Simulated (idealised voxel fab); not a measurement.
A process module follows: voxel self aligned contacts.
This is section cut - it's 175 nm across, gridded in 5 nm square cells.
Cross-section, as written here: a square-cell grid given band by band from the top down, where a band holds one or more rows of cells. Heights first: top, then bottom, in nm. Then materials, left to right, each with a width in nm. "everywhere" on a single material: fills the band edge to edge. "air": empty space. Heights are reckoned from 0. Under this level, the received wafer is all of one material. The bottommost band is open-ended downward, for example "z 0 and below". Width spec "30..40" -> top row of cells at first value, bottom row at second value, equal per-row change in between. You'll sometimes find "nothing altered" written for a step, and that's the way of saying that nowhere in the cross-section did a cell change during that step. Each empty space that has no open way to the top and spans at least 8 cells appears under "Closed-off voids" as width x height at distance, the distance counted from the left edge, all in nm. Post-settings text on a step line: simulator's own remark regarding the step. The line of a step may include "overlay nm". On a step with a mask, this value is how far to the right of its planned place the mask lay. A negative value means the mask lay to the left.

# So here's the lineup of process steps we planned
1: RECEIVE,material Si
2: CONFORMAL_DEP,material SiO2,thk nm 5
3: DIRECTIONAL_DEP,material polySi,thk nm 20
4: DIRECTIONAL_DEP,material SiN,thk nm 15
5: MASKED_ETCH,tone cover,mask id GATE,width nm 25,pitch nm 60,etch materials SiN,depth nm 15,overlay nm 0
6: MASKED_ETCH,tone cover,mask id GATE,width nm 25,pitch nm 60,etch materials polySi,depth nm 20,overlay nm 0
7: CONFORMAL_DEP,material SiN,thk nm 5
8: DIRECTIONAL_ETCH,etch materials SiN,depth nm 5
9: FILL_DEP,material SiO2,thk nm 10
10: CMP,height nm 45
11: PATTERN,tone open,mask id CONTACT,material resist,width nm 45,pitch nm 60,thk nm 20,overlay nm 0
12: DIRECTIONAL_ETCH,etch materials SiO2,depth nm 45
13: STRIP,etch materials resist
14: CONFORMAL_DEP,material TiN,thk nm 5
15: FILL_DEP,material Ru,thk nm 5
16: CMP,height nm 45
17: CONFORMAL_DEP,material SiCN,thk nm 5

# Cross-section of the incoming wafer, state after step 1
* z 0 and below | Si everywhere
* Closed-off voids: none

# What the wafer looks like in cross-section after this module, when it starts as shown above and follows the plan above but one mistake is made in running it
* z 50 to 45 | SiCN everywhere
* z 45 to 40 | SiO2 (30) / TiN (20) / Ru (15) / TiN (10) / SiO2 (15) / TiN (20) / Ru (15) / TiN (10) / SiO2 (40)
* z 40 to 25 | SiO2 (10) / SiN (35) / TiN (5) / Ru (15) / TiN (5) / SiN (35) / TiN (5) / Ru (15) / TiN (5) / SiN (35) / SiO2 (10)
* z 25 to 5 | SiO2 (10) / SiN (5) / polySi (25) / SiN (5) / TiN (5) / Ru (15) / TiN (5) / SiN (5) / polySi (25) / SiN (5) / TiN (5) / Ru (15) / TiN (5) / SiN (5) / polySi (25) / SiN (5) / SiO2 (10)
* z 5 to 0 | SiO2 (45) / TiN (25) / SiO2 (35) / TiN (25) / SiO2 (45)
* z 0 and below | Si everywhere
* Closed-off voids: none
Plan not followed: heads up, step 11 didn't go per plan, it actually ran as PATTERN,tone open,mask id CONTACT,material resist,width nm 45,pitch nm 60,thk nm 20,overlay nm -5
